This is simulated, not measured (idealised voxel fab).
process module | voxel air gaps
The width of the displayed cross-section, cut, is 215 nm; its cells are square, with a size of 5 nm.
Bands, listed from the top down, are how a cross-section gets written in this document; the cross-section itself is a grid of square cells, and a band is one or more rows of them.
It is stipulated that each band's entry specify, in nanometres, the height of the top of the band and then that of its bottom, followed by the materials of the band in left-to-right sequence, each together with its width in nanometres. A single material marked by the word "everywhere" is understood to fill the band from edge to edge; the word "blank" is understood to denote empty space.
Below 0: as-received wafer, all one material; heights counted from there. Lowest band: no bottom, goes on down, written "0 -> down".
Think of "30->40" as a width that walks from the first number to the second as you go down the band, top row to bottom row, taking equal-sized steps from row to row.
Reading "everything unchanged" for a step: not a cell of the cross-section changed in it.
For the entry "Tabulated closed voids", the listed items are empty spaces with no open way to the top whose size is 8 cells or more; each item follows the pattern width x height at distance, where distance is from the left edge and all three are in nm.
Whatever follows a step's settings on its line is a remark the simulator itself makes about that step.
overlay nm: mask offset rightward from planned place, masked step; negative means leftward offset.

List of planned process steps:
- 1: RECEIVE [material Si]
- 2: CONFORMAL_DEP [material SiO2] [thk nm 10]
- 3: CONFORMAL_DEP [material SiN] [thk nm 5]
- 4: DIRECTIONAL_DEP [material SiO2] [thk nm 40]
- 5: DIRECTIONAL_DEP [material aC] [thk nm 10]
- 6: PATTERN [tone open] [mask id LINES] [material resist] [width nm 20] [pitch nm 45] [thk nm 25] [overlay nm 0]
- 7: DIRECTIONAL_ETCH [etch materials aC] [depth nm 10]
- 8: STRIP [etch materials resist]
- 9: DIRECTIONAL_ETCH [etch materials SiO2] [depth nm 40]
- 10: STRIP [etch materials aC]
- 11: CONFORMAL_DEP [material TiN] [thk nm 5]
- 12: FILL_DEP [material Ru] [thk nm 5]
- 13: CMP [height nm 55]
- 14: EPI [material Ru] [thk nm 10]
- 15: SELECTIVE_ETCH [etch materials SiO2] [depth nm 50]
- 16: CONFORMAL_DEP [material SiN] [thk nm 5]

Below: the first of two wafers, run as planned:

Wafer at receipt (post step 1), cross-section:
  0 -> down | Si everywhere
  Tabulated closed voids: none

Step 2 complete: cross-section through the wafer:
  10 -> 0 | SiO2 everywhere
  No changes below 0.

Step 3 complete: cross-section through the wafer:
  15 -> 10 | SiN everywhere
  No changes below 10.

Step 4 complete: cross-section through the wafer:
  55 -> 15 | SiO2 everywhere
  No changes below 15.

Step 5 complete: cross-section through the wafer:
  65 -> 55 | aC everywhere
  No changes below 55.

Step 6 complete: cross-section through the wafer:
  90 -> 65 | resist 30 nm; blank 20 nm; resist 25 nm; blank 20 nm; resist 25 nm; blank 20 nm; resist 25 nm; blank 20 nm; resist 30 nm
  No changes below 65.

Step 7 complete: cross-section through the wafer:
  80 -> 65 | resist 30 nm; blank 20 nm; resist 25 nm; blank 20 nm; resist 25 nm; blank 20 nm; resist 25 nm; blank 20 nm; resist 30 nm
  65 -> 55 | aC 30 nm; blank 20 nm; aC 25 nm; blank 20 nm; aC 25 nm; blank 20 nm; aC 25 nm; blank 20 nm; aC 30 nm
  No changes below 55.

Step 8 complete: cross-section through the wafer:
  65 -> 55 | aC 30 nm; blank 20 nm; aC 25 nm; blank 20 nm; aC 25 nm; blank 20 nm; aC 25 nm; blank 20 nm; aC 30 nm
  No changes below 55.

Step 9 complete: cross-section through the wafer:
  65 -> 55 | aC 30 nm; blank 20 nm; aC 25 nm; blank 20 nm; aC 25 nm; blank 20 nm; aC 25 nm; blank 20 nm; aC 30 nm
  55 -> 15 | SiO2 30 nm; blank 20 nm; SiO2 25 nm; blank 20 nm; SiO2 25 nm; blank 20 nm; SiO2 25 nm; blank 20 nm; SiO2 30 nm
  No changes below 15.

Step 10 complete: cross-section through the wafer:
  55 -> 15 | SiO2 30 nm; blank 20 nm; SiO2 25 nm; blank 20 nm; SiO2 25 nm; blank 20 nm; SiO2 25 nm; blank 20 nm; SiO2 30 nm
  No changes below 15.

Step 11 complete: cross-section through the wafer:
  60 -> 55 | TiN 35 nm; blank 10 nm; TiN 35 nm; blank 10 nm; TiN 35 nm; blank 10 nm; TiN 35 nm; blank 10 nm; TiN 35 nm
  55 -> 20 | SiO2 30 nm; TiN 5 nm; blank 10 nm; TiN 5 nm; SiO2 25 nm; TiN 5 nm; blank 10 nm; TiN 5 nm; SiO2 25 nm; TiN 5 nm; blank 10 nm; TiN 5 nm; SiO2 25 nm; TiN 5 nm; blank 10 nm; TiN 5 nm; SiO2 30 nm
  20 -> 15 | SiO2 30 nm; TiN 20 nm; SiO2 25 nm; TiN 20 nm; SiO2 25 nm; TiN 20 nm; SiO2 25 nm; TiN 20 nm; SiO2 30 nm
  No changes below 15.

Step 12 complete: cross-section through the wafer:
  65 -> 60 | Ru everywhere
  60 -> 55 | TiN 35 nm; Ru 10 nm; TiN 35 nm; Ru 10 nm; TiN 35 nm; Ru 10 nm; TiN 35 nm; Ru 10 nm; TiN 35 nm
  55 -> 20 | SiO2 30 nm; TiN 5 nm; Ru 10 nm; TiN 5 nm; SiO2 25 nm; TiN 5 nm; Ru 10 nm; TiN 5 nm; SiO2 25 nm; TiN 5 nm; Ru 10 nm; TiN 5 nm; SiO2 25 nm; TiN 5 nm; Ru 10 nm; TiN 5 nm; SiO2 30 nm
  No changes below 20.

Step 13 complete: cross-section through the wafer:
  55 -> 20 | SiO2 30 nm; TiN 5 nm; Ru 10 nm; TiN 5 nm; SiO2 25 nm; TiN 5 nm; Ru 10 nm; TiN 5 nm; SiO2 25 nm; TiN 5 nm; Ru 10 nm; TiN 5 nm; SiO2 25 nm; TiN 5 nm; Ru 10 nm; TiN 5 nm; SiO2 30 nm
  No changes below 20.

Step 14 complete: cross-section through the wafer:
  65 -> 55 | blank 20 nm; Ru 40 nm; blank 5 nm; Ru 40 nm; blank 5 nm; Ru 40 nm; blank 5 nm; Ru 40 nm; blank 20 nm
  No changes below 55.

Step 15 complete: cross-section through the wafer:
  65 -> 55 | blank 20 nm; Ru 40 nm; blank 5 nm; Ru 40 nm; blank 5 nm; Ru 40 nm; blank 5 nm; Ru 40 nm; blank 20 nm
  55 -> 20 | blank 30 nm; TiN 5 nm; Ru 10 nm; TiN 5 nm; blank 25 nm; TiN 5 nm; Ru 10 nm; TiN 5 nm; blank 25 nm; TiN 5 nm; Ru 10 nm; TiN 5 nm; blank 25 nm; TiN 5 nm; Ru 10 nm; TiN 5 nm; blank 30 nm
  20 -> 15 | blank 30 nm; TiN 20 nm; blank 25 nm; TiN 20 nm; blank 25 nm; TiN 20 nm; blank 25 nm; TiN 20 nm; blank 30 nm
  No changes below 15.

Step 16 complete: cross-section through the wafer:
  70 -> 65 | blank 15 nm; SiN 185 nm; blank 15 nm
  65 -> 55 | blank 15 nm; SiN 5 nm; Ru 40 nm; SiN 5 nm; Ru 40 nm; SiN 5 nm; Ru 40 nm; SiN 5 nm; Ru 40 nm; SiN 5 nm; blank 15 nm
  55 -> 50 | blank 15 nm; SiN 15 nm; TiN 5 nm; Ru 10 nm; TiN 5 nm; SiN 25 nm; TiN 5 nm; Ru 10 nm; TiN 5 nm; SiN 25 nm; TiN 5 nm; Ru 10 nm; TiN 5 nm; SiN 25 nm; TiN 5 nm; Ru 10 nm; TiN 5 nm; SiN 15 nm; blank 15 nm
  50 -> 20 | blank 25 nm; SiN 5 nm; TiN 5 nm; Ru 10 nm; TiN 5 nm; SiN 5 nm; blank 15 nm; SiN 5 nm; TiN 5 nm; Ru 10 nm; TiN 5 nm; SiN 5 nm; blank 15 nm; SiN 5 nm; TiN 5 nm; Ru 10 nm; TiN 5 nm; SiN 5 nm; blank 15 nm; SiN 5 nm; TiN 5 nm; Ru 10 nm; TiN 5 nm; SiN 5 nm; blank 25 nm
  20 -> 15 | SiN 30 nm; TiN 20 nm; SiN 25 nm; TiN 20 nm; SiN 25 nm; TiN 20 nm; SiN 25 nm; TiN 20 nm; SiN 30 nm
  No changes below 15.
  Tabulated closed voids: 15 x 30 at 55; 15 x 30 at 100; 15 x 30 at 145

Wafer two: like wafer one in start and plan, but with one mistake in execution; identical up to and including step 1:

Second wafer, sectioned view, at step 2's planned end time:
  10 -> 0 | aC everywhere
  No changes below 0.

Second wafer, sectioned view, at step 3's planned end time:
  15 -> 10 | SiN everywhere
  No changes below 10.

Second wafer, sectioned view, at step 4's planned end time:
  55 -> 15 | SiO2 everywhere
  No changes below 15.

Second wafer, sectioned view, at step 5's planned end time:
  65 -> 55 | aC everywhere
  No changes below 55.

Second wafer, sectioned view, at step 6's planned end time:
  90 -> 65 | resist 30 nm; blank 20 nm; resist 25 nm; blank 20 nm; resist 25 nm; blank 20 nm; resist 25 nm; blank 20 nm; resist 30 nm
  No changes below 65.

Second wafer, sectioned view, at step 7's planned end time:
  80 -> 65 | resist 30 nm; blank 20 nm; resist 25 nm; blank 20 nm; resist 25 nm; blank 20 nm; resist 25 nm; blank 20 nm; resist 30 nm
  65 -> 55 | aC 30 nm; blank 20 nm; aC 25 nm; blank 20 nm; aC 25 nm; blank 20 nm; aC 25 nm; blank 20 nm; aC 30 nm
  No changes below 55.

Second wafer, sectioned view, at step 8's planned end time:
  65 -> 55 | aC 30 nm; blank 20 nm; aC 25 nm; blank 20 nm; aC 25 nm; blank 20 nm; aC 25 nm; blank 20 nm; aC 30 nm
  No changes below 55.

Second wafer, sectioned view, at step 9's planned end time:
  65 -> 55 | aC 30 nm; blank 20 nm; aC 25 nm; blank 20 nm; aC 25 nm; blank 20 nm; aC 25 nm; blank 20 nm; aC 30 nm
  55 -> 15 | SiO2 30 nm; blank 20 nm; SiO2 25 nm; blank 20 nm; SiO2 25 nm; blank 20 nm; SiO2 25 nm; blank 20 nm; SiO2 30 nm
  No changes below 15.

Second wafer, sectioned view, at step 10's planned end time:
  55 -> 15 | SiO2 30 nm; blank 20 nm; SiO2 25 nm; blank 20 nm; SiO2 25 nm; blank 20 nm; SiO2 25 nm; blank 20 nm; SiO2 30 nm
  No changes below 15.

Second wafer, sectioned view, at step 11's planned end time:
  60 -> 55 | TiN 35 nm; blank 10 nm; TiN 35 nm; blank 10 nm; TiN 35 nm; blank 10 nm; TiN 35 nm; blank 10 nm; TiN 35 nm
  55 -> 20 | SiO2 30 nm; TiN 5 nm; blank 10 nm; TiN 5 nm; SiO2 25 nm; TiN 5 nm; blank 10 nm; TiN 5 nm; SiO2 25 nm; TiN 5 nm; blank 10 nm; TiN 5 nm; SiO2 25 nm; TiN 5 nm; blank 10 nm; TiN 5 nm; SiO2 30 nm
  20 -> 15 | SiO2 30 nm; TiN 20 nm; SiO2 25 nm; TiN 20 nm; SiO2 25 nm; TiN 20 nm; SiO2 25 nm; TiN 20 nm; SiO2 30 nm
  No changes below 15.

Second wafer, sectioned view, at step 12's planned end time:
  65 -> 60 | Ru everywhere
  60 -> 55 | TiN 35 nm; Ru 10 nm; TiN 35 nm; Ru 10 nm; TiN 35 nm; Ru 10 nm; TiN 35 nm; Ru 10 nm; TiN 35 nm
  55 -> 20 | SiO2 30 nm; TiN 5 nm; Ru 10 nm; TiN 5 nm; SiO2 25 nm; TiN 5 nm; Ru 10 nm; TiN 5 nm; SiO2 25 nm; TiN 5 nm; Ru 10 nm; TiN 5 nm; SiO2 25 nm; TiN 5 nm; Ru 10 nm; TiN 5 nm; SiO2 30 nm
  No changes below 20.

Second wafer, sectioned view, at step 13's planned end time:
  55 -> 20 | SiO2 30 nm; TiN 5 nm; Ru 10 nm; TiN 5 nm; SiO2 25 nm; TiN 5 nm; Ru 10 nm; TiN 5 nm; SiO2 25 nm; TiN 5 nm; Ru 10 nm; TiN 5 nm; SiO2 25 nm; TiN 5 nm; Ru 10 nm; TiN 5 nm; SiO2 30 nm
  No changes below 20.

Second wafer, sectioned view, at step 14's planned end time:
  65 -> 55 | blank 20 nm; Ru 40 nm; blank 5 nm; Ru 40 nm; blank 5 nm; Ru 40 nm; blank 5 nm; Ru 40 nm; blank 20 nm
  No changes below 55.

Second wafer, sectioned view, at step 15's planned end time:
  65 -> 55 | blank 20 nm; Ru 40 nm; blank 5 nm; Ru 40 nm; blank 5 nm; Ru 40 nm; blank 5 nm; Ru 40 nm; blank 20 nm
  55 -> 20 | blank 30 nm; TiN 5 nm; Ru 10 nm; TiN 5 nm; blank 25 nm; TiN 5 nm; Ru 10 nm; TiN 5 nm; blank 25 nm; TiN 5 nm; Ru 10 nm; TiN 5 nm; blank 25 nm; TiN 5 nm; Ru 10 nm; TiN 5 nm; blank 30 nm
  20 -> 15 | blank 30 nm; TiN 20 nm; blank 25 nm; TiN 20 nm; blank 25 nm; TiN 20 nm; blank 25 nm; TiN 20 nm; blank 30 nm
  No changes below 15.

Second wafer, sectioned view, at step 16's planned end time:
  70 -> 65 | blank 15 nm; SiN 185 nm; blank 15 nm
  65 -> 55 | blank 15 nm; SiN 5 nm; Ru 40 nm; SiN 5 nm; Ru 40 nm; SiN 5 nm; Ru 40 nm; SiN 5 nm; Ru 40 nm; SiN 5 nm; blank 15 nm
  55 -> 50 | blank 15 nm; SiN 15 nm; TiN 5 nm; Ru 10 nm; TiN 5 nm; SiN 25 nm; TiN 5 nm; Ru 10 nm; TiN 5 nm; SiN 25 nm; TiN 5 nm; Ru 10 nm; TiN 5 nm; SiN 25 nm; TiN 5 nm; Ru 10 nm; TiN 5 nm; SiN 15 nm; blank 15 nm
  50 -> 20 | blank 25 nm; SiN 5 nm; TiN 5 nm; Ru 10 nm; TiN 5 nm; SiN 5 nm; blank 15 nm; SiN 5 nm; TiN 5 nm; Ru 10 nm; TiN 5 nm; SiN 5 nm; blank 15 nm; SiN 5 nm; TiN 5 nm; Ru 10 nm; TiN 5 nm; SiN 5 nm; blank 15 nm; SiN 5 nm; TiN 5 nm; Ru 10 nm; TiN 5 nm; SiN 5 nm; blank 25 nm
  20 -> 15 | SiN 30 nm; TiN 20 nm; SiN 25 nm; TiN 20 nm; SiN 25 nm; TiN 20 nm; SiN 25 nm; TiN 20 nm; SiN 30 nm
  No changes below 15.
  Tabulated closed voids: 15 x 30 at 55; 15 x 30 at 100; 15 x 30 at 145
Misprocessing identified: off-plan run, step 2, actual operation and settings CONFORMAL_DEP [material aC] [thk nm 10]
In the final state, the cell counts of the second wafer exceed or fall short of those of the first for the following materials: 86 fewer of SiO2; 86 more of aC
